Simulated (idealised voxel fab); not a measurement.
The process module presented herein is designated voxel spacer lines.
The cross-section on display is named cut; it measures 210 nm wide, and its cells are 5 nm squares.
A cross-section in this document is a grid of square cells, and it is written down as bands, the top band listed before the ones below it; a band is made up of one or more rows of cells.
Basically the band line says how high the top is and how high the bottom is, in nm, and then what's in it from left to right, every material with its width in nm. Empty space shows up as "empty", and if a single material carries "throughout" it runs the full band edge to edge.
Measure heights from 0. That's the level where, below it, the as-received wafer is all one material. The lowest band is bottomless and extends downward; write it as in "0 down".
Graded width ("30 to 40"): value in top row of band = first number; value in bottom row = second number; row-to-row change constant.
A step reported as "stayed the same" is a step in which no cell of the cross-section changed.
"Listed closed voids" means: voids of 8 cells or more that are shut off from the top with no open way through. Written width x height at distance, distance from the left edge, in nm.
Whatever follows a step's settings on its line is a remark the simulator itself makes about that step.
On any step carrying a mask, the "overlay nm" setting, if present on the step's line, tells how far right of its planned place the mask lay; negative values point to the left.
# The steps planned for the process are as follows
1: RECEIVE: material Si
2: CONFORMAL_DEP: material Al2O3, thk nm 10
3: DIRECTIONAL_DEP: material TiN, thk nm 10
4: DIRECTIONAL_DEP: material polySi, thk nm 30
5: PATTERN: tone cover, mask id MANDREL, material resist, width nm 15, pitch nm 50, thk nm 40, overlay nm 0
6: DIRECTIONAL_ETCH: etch materials polySi, depth nm 30
7: STRIP: etch materials resist
8: CONFORMAL_DEP: material SiO2, thk nm 10
9: DIRECTIONAL_ETCH: etch materials SiO2, depth nm 10
10: STRIP: etch materials polySi
11: DIRECTIONAL_ETCH: etch materials TiN, depth nm 10
12: STRIP: etch materials SiO2
# Wafer as received: cross-section following step 1
  0 down = Si throughout
  Listed closed voids: none
# Run as planned - first of the two wafers cross-sectioned at the end of the module
  20 to 10 = empty=35, TiN=10, empty=15, TiN=10, empty=15, TiN=10, empty=15, TiN=10, empty=15, TiN=10, empty=15, TiN=10, empty=40
  10 to 0 = Al2O3 throughout
  0 down = Si throughout
  Listed closed voids: none
# Cross-sectional view: second of two wafers, end of module; start and plan identical to the first, one mistake in running
  10 to 0 = empty=35, TiN=10, empty=15, TiN=10, empty=15, TiN=10, empty=15, TiN=10, empty=15, TiN=10, empty=15, TiN=10, empty=40
  0 down = Si throughout
  Listed closed voids: none
Deviation from plan: step 2 from the plan never happened, it was just skipped
Final comparison by cell count, materials where the second wafer has more or fewer than the first: Al2O3: 84 fewer
